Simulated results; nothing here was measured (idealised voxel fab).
Documented hereafter: the process module known as voxel spacer lines.
Each square cell in cross-section cut measures 5 nm, and the section as a whole is 275 nm wide.
This document writes a cross-section as a grid whose cells are square, and gives it as bands, listed from the top down; one or more rows of cells form a band. The band entry comprises the height of the band's top followed by the height of its bottom, expressed in nm, and subsequently the band's materials from left to right, each stated together with its width in nm. Where a single material is marked with the word "throughout", that material fills the band from edge to edge. The word "blank" represents empty space. All heights in this document are referenced to 0, defined as the level beneath which the wafer, as received, consists entirely of one material. The lowest band is not bounded below; it extends indefinitely downward and is written in the form "0 -> down". The notation "30..40" denotes a width that varies across the rows of cells in the band, beginning at the first number in the top row, finishing at the second number in the bottom row, and changing by an identical amount from each row to the next. Take "remained the same" at face value: in the step it is given for, the cross-section changed in none of its cells. In "Entrapped void list" the enclosed voids are listed, meaning empty spaces of 8 cells or larger without any opening to the top. The form is width x height at distance, distance from the left edge, units nm. Read whatever lies past the settings on a step's line as the simulator's own remark about the step. Among the settings permitted on a step's line is "overlay nm"; applied to a step with a mask, it specifies the extent to which the mask lay to the right of its planned position, whereas a negative figure signifies a position to the left.
### The planned process steps are enumerated hereunder
- 1: RECEIVE: material Si
- 2: CONFORMAL_DEP: material Al2O3, thk nm 5
- 3: DIRECTIONAL_DEP: material SiN, thk nm 15
- 4: DIRECTIONAL_DEP: material polySi, thk nm 20
- 5: PATTERN: tone cover, mask id MANDREL, material resist, width nm 25, pitch nm 70, thk nm 25, overlay nm 0
- 6: DIRECTIONAL_ETCH: etch materials polySi, depth nm 20
- 7: STRIP: etch materials resist
- 8: CONFORMAL_DEP: material SiO2, thk nm 10
- 9: DIRECTIONAL_ETCH: etch materials SiO2, depth nm 10
- 10: STRIP: etch materials polySi
- 11: DIRECTIONAL_ETCH: etch materials SiN, depth nm 15
- 12: STRIP: etch materials SiO2
### The first of two wafers, run as planned
### Wafer cross-section on receipt, i.e. after step 1
* 0 -> down: Si throughout
* Entrapped void list: none
### Sectional view: wafer, after step 2
* 5 -> 0: Al2O3 throughout
* Lower than 0, everything is as it was.
### Sectional view: wafer, after step 3
* 20 -> 5: SiN throughout
* Lower than 5, everything is as it was.
### Sectional view: wafer, after step 4
* 40 -> 20: polySi throughout
* Lower than 20, everything is as it was.
### Sectional view: wafer, after step 5
* 65 -> 40: 55 nm blank; 25 nm resist; 45 nm blank; 25 nm resist; 45 nm blank; 25 nm resist; 55 nm blank
* Lower than 40, everything is as it was.
### Sectional view: wafer, after step 6
* 65 -> 40: 55 nm blank; 25 nm resist; 45 nm blank; 25 nm resist; 45 nm blank; 25 nm resist; 55 nm blank
* 40 -> 20: 55 nm blank; 25 nm polySi; 45 nm blank; 25 nm polySi; 45 nm blank; 25 nm polySi; 55 nm blank
* Lower than 20, everything is as it was.
### Sectional view: wafer, after step 7
* 40 -> 20: 55 nm blank; 25 nm polySi; 45 nm blank; 25 nm polySi; 45 nm blank; 25 nm polySi; 55 nm blank
* Lower than 20, everything is as it was.
### Sectional view: wafer, after step 8
* 50 -> 40: 45 nm blank; 45 nm SiO2; 25 nm blank; 45 nm SiO2; 25 nm blank; 45 nm SiO2; 45 nm blank
* 40 -> 30: 45 nm blank; 10 nm SiO2; 25 nm polySi; 10 nm SiO2; 25 nm blank; 10 nm SiO2; 25 nm polySi; 10 nm SiO2; 25 nm blank; 10 nm SiO2; 25 nm polySi; 10 nm SiO2; 45 nm blank
* 30 -> 20: 55 nm SiO2; 25 nm polySi; 45 nm SiO2; 25 nm polySi; 45 nm SiO2; 25 nm polySi; 55 nm SiO2
* Lower than 20, everything is as it was.
### Sectional view: wafer, after step 9
* 40 -> 20: 45 nm blank; 10 nm SiO2; 25 nm polySi; 10 nm SiO2; 25 nm blank; 10 nm SiO2; 25 nm polySi; 10 nm SiO2; 25 nm blank; 10 nm SiO2; 25 nm polySi; 10 nm SiO2; 45 nm blank
* Lower than 20, everything is as it was.
### Sectional view: wafer, after step 10
* 40 -> 20: 45 nm blank; 10 nm SiO2; 25 nm blank; 10 nm SiO2; 25 nm blank; 10 nm SiO2; 25 nm blank; 10 nm SiO2; 25 nm blank; 10 nm SiO2; 25 nm blank; 10 nm SiO2; 45 nm blank
* Lower than 20, everything is as it was.
### Sectional view: wafer, after step 11
* 40 -> 20: 45 nm blank; 10 nm SiO2; 25 nm blank; 10 nm SiO2; 25 nm blank; 10 nm SiO2; 25 nm blank; 10 nm SiO2; 25 nm blank; 10 nm SiO2; 25 nm blank; 10 nm SiO2; 45 nm blank
* 20 -> 5: 45 nm blank; 10 nm SiN; 25 nm blank; 10 nm SiN; 25 nm blank; 10 nm SiN; 25 nm blank; 10 nm SiN; 25 nm blank; 10 nm SiN; 25 nm blank; 10 nm SiN; 45 nm blank
* Lower than 5, everything is as it was.
### Sectional view: wafer, after step 12
* 20 -> 5: 45 nm blank; 10 nm SiN; 25 nm blank; 10 nm SiN; 25 nm blank; 10 nm SiN; 25 nm blank; 10 nm SiN; 25 nm blank; 10 nm SiN; 25 nm blank; 10 nm SiN; 45 nm blank
* Lower than 5, everything is as it was.
### Second wafer, same starting conditions and recipe as the first, one mistake in executing it, nothing differs from the first up to and including step 9
### What the second wafer looks like in cross-section when step 10 should have wrapped up
* 40 -> 20: 45 nm blank; 10 nm SiO2; 25 nm polySi; 10 nm SiO2; 25 nm blank; 10 nm SiO2; 25 nm polySi; 10 nm SiO2; 25 nm blank; 10 nm SiO2; 25 nm polySi; 10 nm SiO2; 45 nm blank
* 20 -> 5: 45 nm blank; 45 nm SiN; 25 nm blank; 45 nm SiN; 25 nm blank; 45 nm SiN; 45 nm blank
* Lower than 5, everything is as it was.
### What the second wafer looks like in cross-section when step 11 should have wrapped up
* 40 -> 20: 45 nm blank; 10 nm SiO2; 25 nm blank; 10 nm SiO2; 25 nm blank; 10 nm SiO2; 25 nm blank; 10 nm SiO2; 25 nm blank; 10 nm SiO2; 25 nm blank; 10 nm SiO2; 45 nm blank
* Lower than 20, everything is as it was.
### What the second wafer looks like in cross-section when step 12 should have wrapped up
* 20 -> 5: 45 nm blank; 45 nm SiN; 25 nm blank; 45 nm SiN; 25 nm blank; 45 nm SiN; 45 nm blank
* Lower than 5, everything is as it was.
Deviation from plan: steps 10 and 11 swapped
Final difference in cells, second wafer against first, listed per material as more or fewer: 45 more of SiN
